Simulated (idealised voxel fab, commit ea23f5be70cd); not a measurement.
process module | voxel self aligned contacts
cross-section cut | 250 nm wide | cells 5 nm
A cross-section is a grid of square cells, given in bands from the top down. A band is one or more rows of cells.
Each band's line starts with the height of the band's top and of its bottom, in nm. Then come its materials from left to right, each with its width in nm. One material with "throughout" fills the band from edge to edge. "air" is empty space.
Height 0 is the level under which the wafer as received is all one material. The lowest band goes on downwards, as in "0 down".
A width such as "30 to 40" changes by the same amount from each row of cells to the next, from the band's top row to its bottom row.
"no change" after a step means that no cell of the cross-section changed.
closed voids: empty space of 8 cells or more with no open way to the top, each as width x height at its distance from the left edge, in nm
after a step's settings: what the simulator itself notes on the step
overlay nm, on a step with a mask: how far to the right of its planned place the mask lay; to the left if negative
plan
1 op RECEIVE | material Si
2 op CONFORMAL_DEP | material SiO2 | thk nm 5
3 op DIRECTIONAL_DEP | material polySi | thk nm 25
4 op DIRECTIONAL_DEP | material SiN | thk nm 20
5 op DIRECTIONAL_DEP | material aC | thk nm 10
6 op PATTERN | tone cover | mask id GATE | material resist | width nm 35 | pitch nm 70 | thk nm 30 | overlay nm 0
7 op DIRECTIONAL_ETCH | etch materials aC | depth nm 10
8 op STRIP | etch materials resist
9 op DIRECTIONAL_ETCH | etch materials SiN | depth nm 20
10 op DIRECTIONAL_ETCH | etch materials polySi | depth nm 25
11 op STRIP | etch materials aC
12 op CONFORMAL_DEP | material SiN | thk nm 5
13 op DIRECTIONAL_ETCH | etch materials SiN | depth nm 5
14 op FILL_DEP | material SiO2 | thk nm 15
15 op CMP | height nm 60
16 op DIRECTIONAL_DEP | material aC | thk nm 10
17 op PATTERN | tone open | mask id CONTACT | material resist | width nm 55 | pitch nm 70 | thk nm 25 | overlay nm 0
18 op DIRECTIONAL_ETCH | etch materials aC | depth nm 10
19 op STRIP | etch materials resist
20 op DIRECTIONAL_ETCH | etch materials SiO2 | depth nm 60
21 op STRIP | etch materials aC
22 op CONFORMAL_DEP | material TiN | thk nm 5
23 op FILL_DEP | material Ru | thk nm 10
24 op CMP | height nm 60
25 op CONFORMAL_DEP | material SiN | thk nm 5
first wafer, as planned
as received, after step 1
  0 down: Si throughout
  closed voids: none
after step 2
  5 to 0: SiO2 throughout
  below 0: unchanged
after step 3
  30 to 5: polySi throughout
  below 5: unchanged
after step 4
  50 to 30: SiN throughout
  below 30: unchanged
after step 5
  60 to 50: aC throughout
  below 50: unchanged
after step 6
  90 to 60: air 35 | resist 35 | air 35 | resist 35 | air 35 | resist 35 | air 40
  below 60: unchanged
after step 7
  80 to 60: air 35 | resist 35 | air 35 | resist 35 | air 35 | resist 35 | air 40
  60 to 50: air 35 | aC 35 | air 35 | aC 35 | air 35 | aC 35 | air 40
  below 50: unchanged
after step 8
  60 to 50: air 35 | aC 35 | air 35 | aC 35 | air 35 | aC 35 | air 40
  below 50: unchanged
after step 9
  60 to 50: air 35 | aC 35 | air 35 | aC 35 | air 35 | aC 35 | air 40
  50 to 30: air 35 | SiN 35 | air 35 | SiN 35 | air 35 | SiN 35 | air 40
  below 30: unchanged
after step 10
  60 to 50: air 35 | aC 35 | air 35 | aC 35 | air 35 | aC 35 | air 40
  50 to 30: air 35 | SiN 35 | air 35 | SiN 35 | air 35 | SiN 35 | air 40
  30 to 5: air 35 | polySi 35 | air 35 | polySi 35 | air 35 | polySi 35 | air 40
  below 5: unchanged
after step 11
  50 to 30: air 35 | SiN 35 | air 35 | SiN 35 | air 35 | SiN 35 | air 40
  below 30: unchanged
after step 12
  55 to 30: air 30 | SiN 45 | air 25 | SiN 45 | air 25 | SiN 45 | air 35
  30 to 10: air 30 | SiN 5 | polySi 35 | SiN 5 | air 25 | SiN 5 | polySi 35 | SiN 5 | air 25 | SiN 5 | polySi 35 | SiN 5 | air 35
  10 to 5: SiN 35 | polySi 35 | SiN 35 | polySi 35 | SiN 35 | polySi 35 | SiN 40
  below 5: unchanged
after step 13
  50 to 30: air 30 | SiN 45 | air 25 | SiN 45 | air 25 | SiN 45 | air 35
  30 to 5: air 30 | SiN 5 | polySi 35 | SiN 5 | air 25 | SiN 5 | polySi 35 | SiN 5 | air 25 | SiN 5 | polySi 35 | SiN 5 | air 35
  below 5: unchanged
after step 14
  65 to 50: SiO2 throughout
  50 to 30: SiO2 30 | SiN 45 | SiO2 25 | SiN 45 | SiO2 25 | SiN 45 | SiO2 35
  30 to 5: SiO2 30 | SiN 5 | polySi 35 | SiN 5 | SiO2 25 | SiN 5 | polySi 35 | SiN 5 | SiO2 25 | SiN 5 | polySi 35 | SiN 5 | SiO2 35
  below 5: unchanged
after step 15
  60 to 50: SiO2 throughout
  below 50: unchanged
after step 16
  70 to 60: aC throughout
  below 60: unchanged
after step 17
  95 to 70: resist 60 | air 55 | resist 15 | air 55 | resist 65
  below 70: unchanged
after step 18
  85 to 70: resist 60 | air 55 | resist 15 | air 55 | resist 65
  70 to 60: aC 60 | air 55 | aC 15 | air 55 | aC 65
  below 60: unchanged
after step 19
  70 to 60: aC 60 | air 55 | aC 15 | air 55 | aC 65
  below 60: unchanged
after step 20
  70 to 60: aC 60 | air 55 | aC 15 | air 55 | aC 65
  60 to 50: SiO2 60 | air 55 | SiO2 15 | air 55 | SiO2 65
  50 to 30: SiO2 30 | SiN 45 | air 25 | SiN 45 | air 25 | SiN 45 | SiO2 35
  30 to 5: SiO2 30 | SiN 5 | polySi 35 | SiN 5 | air 25 | SiN 5 | polySi 35 | SiN 5 | air 25 | SiN 5 | polySi 35 | SiN 5 | SiO2 35
  5 to 0: SiO2 75 | air 25 | SiO2 45 | air 25 | SiO2 80
  below 0: unchanged
after step 21
  60 to 50: SiO2 60 | air 55 | SiO2 15 | air 55 | SiO2 65
  below 50: unchanged
after step 22
  65 to 60: TiN 65 | air 45 | TiN 25 | air 45 | TiN 70
  60 to 50: SiO2 60 | TiN 5 to 20 | air 45 to 15 | TiN 5 to 20 | SiO2 15 | TiN 5 to 20 | air 45 to 15 | TiN 5 to 20 | SiO2 65
  50 to 30: SiO2 30 | SiN 45 | TiN 5 | air 15 | TiN 5 | SiN 45 | TiN 5 | air 15 | TiN 5 | SiN 45 | SiO2 35
  30 to 5: SiO2 30 | SiN 5 | polySi 35 | SiN 5 | TiN 5 | air 15 | TiN 5 | SiN 5 | polySi 35 | SiN 5 | TiN 5 | air 15 | TiN 5 | SiN 5 | polySi 35 | SiN 5 | SiO2 35
  5 to 0: SiO2 75 | TiN 25 | SiO2 45 | TiN 25 | SiO2 80
  below 0: unchanged
after step 23
  75 to 65: Ru throughout
  65 to 60: TiN 65 | Ru 45 | TiN 25 | Ru 45 | TiN 70
  60 to 50: SiO2 60 | TiN 5 to 20 | Ru 45 to 15 | TiN 5 to 20 | SiO2 15 | TiN 5 to 20 | Ru 45 to 15 | TiN 5 to 20 | SiO2 65
  50 to 30: SiO2 30 | SiN 45 | TiN 5 | Ru 15 | TiN 5 | SiN 45 | TiN 5 | Ru 15 | TiN 5 | SiN 45 | SiO2 35
  30 to 5: SiO2 30 | SiN 5 | polySi 35 | SiN 5 | TiN 5 | Ru 15 | TiN 5 | SiN 5 | polySi 35 | SiN 5 | TiN 5 | Ru 15 | TiN 5 | SiN 5 | polySi 35 | SiN 5 | SiO2 35
  below 5: unchanged
after step 24
  60 to 50: SiO2 60 | TiN 5 to 20 | Ru 45 to 15 | TiN 5 to 20 | SiO2 15 | TiN 5 to 20 | Ru 45 to 15 | TiN 5 to 20 | SiO2 65
  below 50: unchanged
after step 25
  65 to 60: SiN throughout
  below 60: unchanged
second wafer: like start, like plan, one mistake. Through step 16 it matches the first wafer
when step 17 should have ended
  95 to 70: air 60 | resist 55 | air 15 | resist 55 | air 65
  below 70: unchanged
when step 18 should have ended
  85 to 70: air 60 | resist 55 | air 15 | resist 55 | air 65
  70 to 60: air 60 | aC 55 | air 15 | aC 55 | air 65
  below 60: unchanged
when step 19 should have ended
  70 to 60: air 60 | aC 55 | air 15 | aC 55 | air 65
  below 60: unchanged
when step 20 should have ended
  70 to 60: air 60 | aC 55 | air 15 | aC 55 | air 65
  60 to 50: air 60 | SiO2 55 | air 15 | SiO2 55 | air 65
  50 to 30: air 30 | SiN 45 | SiO2 25 | SiN 45 | SiO2 25 | SiN 45 | air 35
  30 to 5: air 30 | SiN 5 | polySi 35 | SiN 5 | SiO2 25 | SiN 5 | polySi 35 | SiN 5 | SiO2 25 | SiN 5 | polySi 35 | SiN 5 | air 35
  5 to 0: air 30 | SiO2 185 | air 35
  below 0: unchanged
when step 21 should have ended
  60 to 50: air 60 | SiO2 55 | air 15 | SiO2 55 | air 65
  below 50: unchanged
when step 22 should have ended
  65 to 60: air 55 | TiN 65 | air 5 | TiN 65 | air 60
  60 to 55: air 55 | TiN 5 | SiO2 55 | TiN 5 | air 5 | TiN 5 | SiO2 55 | TiN 5 | air 60
  55 to 50: air 25 | TiN 35 | SiO2 55 | TiN 15 | SiO2 55 | TiN 35 | air 30
  50 to 30: air 25 | TiN 5 | SiN 45 | SiO2 25 | SiN 45 | SiO2 25 | SiN 45 | TiN 5 | air 30
  30 to 5: air 25 | TiN 5 | SiN 5 | polySi 35 | SiN 5 | SiO2 25 | SiN 5 | polySi 35 | SiN 5 | SiO2 25 | SiN 5 | polySi 35 | SiN 5 | TiN 5 | air 30
  5 to 0: TiN 30 | SiO2 185 | TiN 35
  below 0: unchanged
when step 23 should have ended
  75 to 65: Ru throughout
  65 to 60: Ru 55 | TiN 65 | Ru 5 | TiN 65 | Ru 60
  60 to 55: Ru 55 | TiN 5 | SiO2 55 | TiN 5 | Ru 5 | TiN 5 | SiO2 55 | TiN 5 | Ru 60
  55 to 50: Ru 25 | TiN 35 | SiO2 55 | TiN 15 | SiO2 55 | TiN 35 | Ru 30
  50 to 30: Ru 25 | TiN 5 | SiN 45 | SiO2 25 | SiN 45 | SiO2 25 | SiN 45 | TiN 5 | Ru 30
  30 to 5: Ru 25 | TiN 5 | SiN 5 | polySi 35 | SiN 5 | SiO2 25 | SiN 5 | polySi 35 | SiN 5 | SiO2 25 | SiN 5 | polySi 35 | SiN 5 | TiN 5 | Ru 30
  below 5: unchanged
when step 24 should have ended
  60 to 55: Ru 55 | TiN 5 | SiO2 55 | TiN 5 | Ru 5 | TiN 5 | SiO2 55 | TiN 5 | Ru 60
  below 55: unchanged
when step 25 should have ended
  65 to 60: SiN throughout
  below 60: unchanged
what went wrong: step 17 ran as: op PATTERN | tone cover | mask id CONTACT | material resist | width nm 55 | pitch nm 70 | thk nm 25 | overlay nm 0
at the end the second wafer has, in cells: 56 more of Ru | 42 fewer of SiO2 | 14 fewer of TiN
